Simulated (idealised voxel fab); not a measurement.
You're looking at the process module voxel ribs on slabs.
The width of the displayed cross-section, cut, is 220 nm; its cells are square, with a size of 5 nm.
Think of the cross-section as a grid of square cells. We describe it in bands, top to bottom, and each band covers one or more rows of those cells.
Heads up on the band format: heights come first, top then bottom, in nm. After that it's the materials left to right, each with its width in nm. A single material flagged "edge to edge" fills the whole band edge to edge, and "empty" means there's empty space there.
Height reference: 0 = level under which incoming wafer is all one material. Lowest band: no bottom, runs on downward, e.g. "0 nm and below".
The width entry "30->40" should be interpreted row by row: the top row of cells in the band takes the first number, the bottom row takes the second number, and the change between adjacent rows is uniform throughout.
For the purposes of this document, the phrase "nothing altered" attached to a step denotes that no cell within the cross-section was modified by that step.
"Closed voids list" specifies each empty space that is not open to the top and that occupies no fewer than 8 cells, using the form width x height at distance, the distance measured from the left edge and all three quantities in nm.
If you see something after the settings on a step's line, that's the simulator's own remark about that step.
You can add "overlay nm" to a step's line. For a step with a mask, it describes how far the mask lay to the right of its planned position, and a negative number describes a lay to the left.

-- So here's the lineup of process steps we planned
- 1: RECEIVE, material Si
- 2: DIRECTIONAL_DEP, material SiO2, thk nm 30
- 3: DIRECTIONAL_DEP, material polySi, thk nm 15
- 4: PATTERN, tone cover, mask id RIB, material resist, width nm 20, thk nm 15, overlay nm 0
- 5: DIRECTIONAL_ETCH, etch materials polySi, depth nm 10
- 6: STRIP, etch materials resist
- 7: MASKED_ETCH, tone cover, mask id SLAB, width nm 70, etch materials polySi, depth nm 5, overlay nm 0
- 8: FILL_DEP, material SiO2, thk nm 15
- 9: CMP, height nm 55
- 10: DIRECTIONAL_DEP, material TiN, thk nm 5
- 11: DIRECTIONAL_DEP, material aC, thk nm 15
- 12: PATTERN, tone cover, mask id HEATER, material resist, width nm 30, thk nm 35, overlay nm 0
- 13: DIRECTIONAL_ETCH, etch materials aC, depth nm 15
- 14: STRIP, etch materials resist
- 15: DIRECTIONAL_ETCH, etch materials TiN, depth nm 5
- 16: STRIP, etch materials aC
- 17: CONFORMAL_DEP, material SiO2, thk nm 5

-- First of two wafers, with the run carried out as planned

-- Received-state cross-section, reflecting completion of step 1
  0 nm and below: Si edge to edge
  Closed voids list: none

-- Cross-section of the wafer subsequent to step 2
  30 nm to 0 nm: SiO2 edge to edge
  Unchanged below 0.

-- Cross-section of the wafer subsequent to step 3
  45 nm to 30 nm: polySi edge to edge
  Unchanged below 30.

-- Cross-section of the wafer subsequent to step 4
  60 nm to 45 nm: empty=100, then resist=20, then empty=100
  Unchanged below 45.

-- Cross-section of the wafer subsequent to step 5
  60 nm to 45 nm: empty=100, then resist=20, then empty=100
  45 nm to 35 nm: empty=100, then polySi=20, then empty=100
  Unchanged below 35.

-- Cross-section of the wafer subsequent to step 6
  45 nm to 35 nm: empty=100, then polySi=20, then empty=100
  Unchanged below 35.

-- Cross-section of the wafer subsequent to step 7
  45 nm to 35 nm: empty=100, then polySi=20, then empty=100
  35 nm to 30 nm: empty=75, then polySi=70, then empty=75
  Unchanged below 30.

-- Cross-section of the wafer subsequent to step 8
  60 nm to 45 nm: SiO2 edge to edge
  45 nm to 35 nm: SiO2=100, then polySi=20, then SiO2=100
  35 nm to 30 nm: SiO2=75, then polySi=70, then SiO2=75
  Unchanged below 30.

-- Cross-section of the wafer subsequent to step 9
  55 nm to 45 nm: SiO2 edge to edge
  Unchanged below 45.

-- Cross-section of the wafer subsequent to step 10
  60 nm to 55 nm: TiN edge to edge
  Unchanged below 55.

-- Cross-section of the wafer subsequent to step 11
  75 nm to 60 nm: aC edge to edge
  Unchanged below 60.

-- Cross-section of the wafer subsequent to step 12
  110 nm to 75 nm: empty=95, then resist=30, then empty=95
  Unchanged below 75.

-- Cross-section of the wafer subsequent to step 13
  95 nm to 75 nm: empty=95, then resist=30, then empty=95
  75 nm to 60 nm: empty=95, then aC=30, then empty=95
  Unchanged below 60.

-- Cross-section of the wafer subsequent to step 14
  75 nm to 60 nm: empty=95, then aC=30, then empty=95
  Unchanged below 60.

-- Cross-section of the wafer subsequent to step 15
  75 nm to 60 nm: empty=95, then aC=30, then empty=95
  60 nm to 55 nm: empty=95, then TiN=30, then empty=95
  Unchanged below 55.

-- Cross-section of the wafer subsequent to step 16
  60 nm to 55 nm: empty=95, then TiN=30, then empty=95
  Unchanged below 55.

-- Cross-section of the wafer subsequent to step 17
  65 nm to 60 nm: empty=90, then SiO2=40, then empty=90
  60 nm to 55 nm: SiO2=95, then TiN=30, then SiO2=95
  Unchanged below 55.

-- What follows concerns the second wafer, which started out like the first and was meant to follow the very same plan; one mistake crept in when it was run, but everything up to and including step 9 is the same as for the first wafer

-- Cross-section of the second wafer at the time by which step 10 should have been completed according to the plan
  60 nm to 55 nm: polySi edge to edge
  Unchanged below 55.

-- Cross-section of the second wafer at the time by which step 11 should have been completed according to the plan
  75 nm to 60 nm: aC edge to edge
  Unchanged below 60.

-- Cross-section of the second wafer at the time by which step 12 should have been completed according to the plan
  110 nm to 75 nm: empty=95, then resist=30, then empty=95
  Unchanged below 75.

-- Cross-section of the second wafer at the time by which step 13 should have been completed according to the plan
  95 nm to 75 nm: empty=95, then resist=30, then empty=95
  75 nm to 60 nm: empty=95, then aC=30, then empty=95
  Unchanged below 60.

-- Cross-section of the second wafer at the time by which step 14 should have been completed according to the plan
  75 nm to 60 nm: empty=95, then aC=30, then empty=95
  Unchanged below 60.

Cross-section of the second wafer at the time by which step 15 should have been completed according to the plan: nothing altered

-- Cross-section of the second wafer at the time by which step 16 should have been completed according to the plan
  60 nm to 55 nm: polySi edge to edge
  Unchanged below 55.

-- Cross-section of the second wafer at the time by which step 17 should have been completed according to the plan
  65 nm to 60 nm: SiO2 edge to edge
  Unchanged below 60.
Nonconformance to the process plan: step 10 ran differently from the plan; actual operation with settings: DIRECTIONAL_DEP, material polySi, thk nm 5
Per the end-of-run cell counts, the second wafer holds more or fewer of some materials than the first: 2 fewer of SiO2, 6 fewer of TiN, 44 more of polySi
